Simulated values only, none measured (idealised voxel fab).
The following process module bears the name voxel released beams.
Cross-section cut: width 190 nm, square cells of 5 nm.
Just so we're on the same page, the cross-sections are grids of square cells, and they're listed out in bands top to bottom, each band one or more rows deep. A band entry consists of two parts. The first gives the height of the band's top and the height of its bottom, in nm. The rest lists the band's materials from left to right, each with its width in nm. A single material labelled with the word "full width" fills the band from edge to edge, and the word "air" marks empty space. All heights in this document are referenced to 0, defined as the level beneath which the wafer, as received, consists entirely of one material. The lowest band is not bounded below; it extends indefinitely downward and is written in the form "0 -> down". Width spec "30->40" -> top row of cells at first value, bottom row at second value, equal per-row change in between. "nothing changed", as given for a step, is the statement that not any cell of the cross-section underwent a change during that step. Reported under the label "Enclosed void list" are the empty spaces having no open way to the top and comprising 8 cells or more; the notation for each is width x height at distance, in which the distance is measured from the left edge and all three values are in nm. Heads up: the bit after the settings on a step's line is the simulator's remark on that step. A step's line can hold "overlay nm"; with a mask on that step, the setting says how far right of the planned place the mask lay, while a negative setting says it lay to the left.
**Set out below are the planned steps of the process**
- 1: RECEIVE,material Si
- 2: CONFORMAL_DEP,material SiN,thk nm 5
- 3: DIRECTIONAL_DEP,material SiO2,thk nm 20
- 4: PATTERN,tone open,mask id ANCHOR,material resist,width nm 35,thk nm 15,overlay nm 0
- 5: DIRECTIONAL_ETCH,etch materials SiO2,depth nm 20
- 6: STRIP,etch materials resist
- 7: CONFORMAL_DEP,material W,thk nm 10
- 8: PATTERN,tone cover,mask id BEAM,material resist,width nm 120,thk nm 15,overlay nm 0
- 9: DIRECTIONAL_ETCH,etch materials W,depth nm 10
- 10: STRIP,etch materials resist
- 11: STRIP,etch materials SiO2
**Incoming wafer in cross-section (state: after step 1)**
* 0 -> down: Si full width
* Enclosed void list: none
**Cross-section at module end, one run error; start and plan unchanged from above**
* 30 -> 25: air 30 / W 10 / air 25 / W 85 / air 40
* 25 -> 10: air 35 / W 5 / air 25 / W 5 / air 120
* 10 -> 5: air 35 / W 35 / air 120
* 5 -> 0: SiN full width
* 0 -> down: Si full width
* Enclosed void list: none
Deviation noted in wafer processing: step 7 was run on a setting that differed from the plan, and what really ran there is CONFORMAL_DEP,material W,thk nm 5
